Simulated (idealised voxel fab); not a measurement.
The process module presented herein is designated voxel capacitor over wiring.
Section cut is 225 nm wide and gridded with 5 nm square cells.
We lay out every cross-section as a grid of square cells and spell it out in bands from the top down, where one band means one or more rows of cells. Band: top and bottom heights (nm) first, top before bottom; then materials from left to right, widths in nm. "all across" marks a sole material filling the band edge to edge. "blank" denotes empty space. Heights from 0 (as-received wafer is one material below). Bottom band endless downward, as "0 -> down". Width "30->40": first value at the band's top row of cells, second value at its bottom row, equal change from row to row. The designation "left unchanged", where it is given for a processing step, indicates that no cell of the cross-section was altered in the course of that step. "Sealed internal cavities": sealed empty spaces, 8 cells or more, no open way to top, listed width x height at distance, with distance from the left edge and width, height and distance in nm. Post-settings text on a step line: simulator's own remark regarding the step. When a step includes a mask, the "overlay nm" setting on its line states how far to the right of its planned place that mask lay, and negative values state how far to the left.

Planned step list for the process
1 RECEIVE: material Si
2 CONFORMAL_DEP: material SiO2, thk nm 10
3 CONFORMAL_DEP: material SiN, thk nm 5
4 DIRECTIONAL_DEP: material SiO2, thk nm 20
5 DIRECTIONAL_DEP: material aC, thk nm 15
6 PATTERN: tone open, mask id METAL_1, material resist, width nm 25, pitch nm 85, thk nm 35, overlay nm 0
7 DIRECTIONAL_ETCH: etch materials aC, depth nm 15
8 STRIP: etch materials resist
9 DIRECTIONAL_ETCH: etch materials SiO2, depth nm 20
10 DIRECTIONAL_ETCH: etch materials SiN, depth nm 5
11 STRIP: etch materials aC
12 CONFORMAL_DEP: material TiN, thk nm 5
13 FILL_DEP: material Cu, thk nm 10
14 CMP: height nm 35
15 CONFORMAL_DEP: material SiCN, thk nm 5
16 DIRECTIONAL_DEP: material lowk, thk nm 20
17 MASKED_ETCH: tone open, mask id PLUG_1, width nm 15, etch materials lowk, depth nm 20, overlay nm 0
18 MASKED_ETCH: tone open, mask id PLUG_1, width nm 15, etch materials SiCN, depth nm 5, overlay nm 0
19 CONFORMAL_DEP: material TiN, thk nm 5
20 FILL_DEP: material W, thk nm 5
21 CMP: height nm 60
22 DIRECTIONAL_DEP: material TiN, thk nm 10
23 DIRECTIONAL_DEP: material SiN, thk nm 5
24 DIRECTIONAL_DEP: material TiN, thk nm 10
25 PATTERN: tone cover, mask id UPPER_PLATE, material resist, width nm 65, thk nm 20, overlay nm 0
26 DIRECTIONAL_ETCH: etch materials TiN, depth nm 10
27 DIRECTIONAL_ETCH: etch materials SiN, depth nm 5
28 STRIP: etch materials resist
29 MASKED_ETCH: tone cover, mask id LOWER_PLATE, width nm 75, etch materials TiN, depth nm 10, overlay nm 0
30 FILL_DEP: material SiO2, thk nm 15
31 CMP: height nm 95
32 DIRECTIONAL_DEP: material aC, thk nm 10
33 PATTERN: tone open, mask id PLUG_2, material resist, width nm 15, thk nm 25, overlay nm 0
34 DIRECTIONAL_ETCH: etch materials aC, depth nm 10
35 STRIP: etch materials resist
36 DIRECTIONAL_ETCH: etch materials SiO2, depth nm 10
37 STRIP: etch materials aC
38 CONFORMAL_DEP: material TiN, thk nm 5
39 FILL_DEP: material Cu, thk nm 10
40 CMP: height nm 95
41 CONFORMAL_DEP: material SiCN, thk nm 5

As received, after step 1
- 0 -> down  Si all across
- Sealed internal cavities: none

Cross-section taken at module completion on the first of two wafers; processed per the plan
- 100 -> 95  SiCN all across
- 95 -> 90  SiO2 75 nm / TiN 5 nm / Cu 5 nm / TiN 5 nm / SiO2 135 nm
- 90 -> 85  SiO2 75 nm / TiN 15 nm / SiO2 135 nm
- 85 -> 75  SiO2 65 nm / TiN 65 nm / SiO2 95 nm
- 75 -> 70  SiO2 65 nm / SiN 65 nm / SiO2 95 nm
- 70 -> 60  SiO2 60 nm / TiN 75 nm / SiO2 90 nm
- 60 -> 40  lowk 65 nm / TiN 5 nm / W 5 nm / TiN 5 nm / lowk 145 nm
- 40 -> 35  SiCN 65 nm / TiN 15 nm / SiCN 145 nm
- 35 -> 15  SiO2 55 nm / TiN 5 nm / Cu 15 nm / TiN 5 nm / SiO2 60 nm / TiN 5 nm / Cu 15 nm / TiN 5 nm / SiO2 60 nm
- 15 -> 10  SiN 55 nm / TiN 25 nm / SiN 60 nm / TiN 25 nm / SiN 60 nm
- 10 -> 0  SiO2 all across
- 0 -> down  Si all across
- Sealed internal cavities: none

Here's the second of our two wafers sectioned at module end. Same start as the first, same plan, but one mistake got made running it
- 100 -> 95  SiCN all across
- 95 -> 90  SiO2 75 nm / TiN 5 nm / Cu 5 nm / TiN 5 nm / SiO2 135 nm
- 90 -> 85  SiO2 75 nm / TiN 15 nm / SiO2 135 nm
- 85 -> 75  SiO2 65 nm / TiN 65 nm / SiO2 95 nm
- 75 -> 70  SiO2 65 nm / SiN 65 nm / SiO2 95 nm
- 70 -> 60  SiO2 60 nm / TiN 75 nm / SiO2 90 nm
- 60 -> 40  lowk 65 nm / TiN 5 nm / W 5 nm / TiN 5 nm / lowk 145 nm
- 40 -> 35  SiCN 65 nm / TiN 15 nm / SiCN 145 nm
- 35 -> 15  Cu 50 nm / TiN 5 nm / SiO2 25 nm / TiN 5 nm / Cu 50 nm / TiN 5 nm / SiO2 25 nm / TiN 5 nm / Cu 55 nm
- 15 -> 10  TiN 55 nm / SiN 25 nm / TiN 60 nm / SiN 25 nm / TiN 60 nm
- 10 -> 0  SiO2 all across
- 0 -> down  Si all across
- Sealed internal cavities: none
Against the plan, the run slipped here: step 6 ran with different settings than intended, the actual operation and settings being PATTERN: tone cover, mask id METAL_1, material resist, width nm 25, pitch nm 85, thk nm 35, overlay nm 0
Upon completion, the second wafer contains, in terms of cells, a greater or smaller amount of certain materials than the first wafer: 100 more of Cu | 25 fewer of SiN | 100 fewer of SiO2 | 25 more of TiN
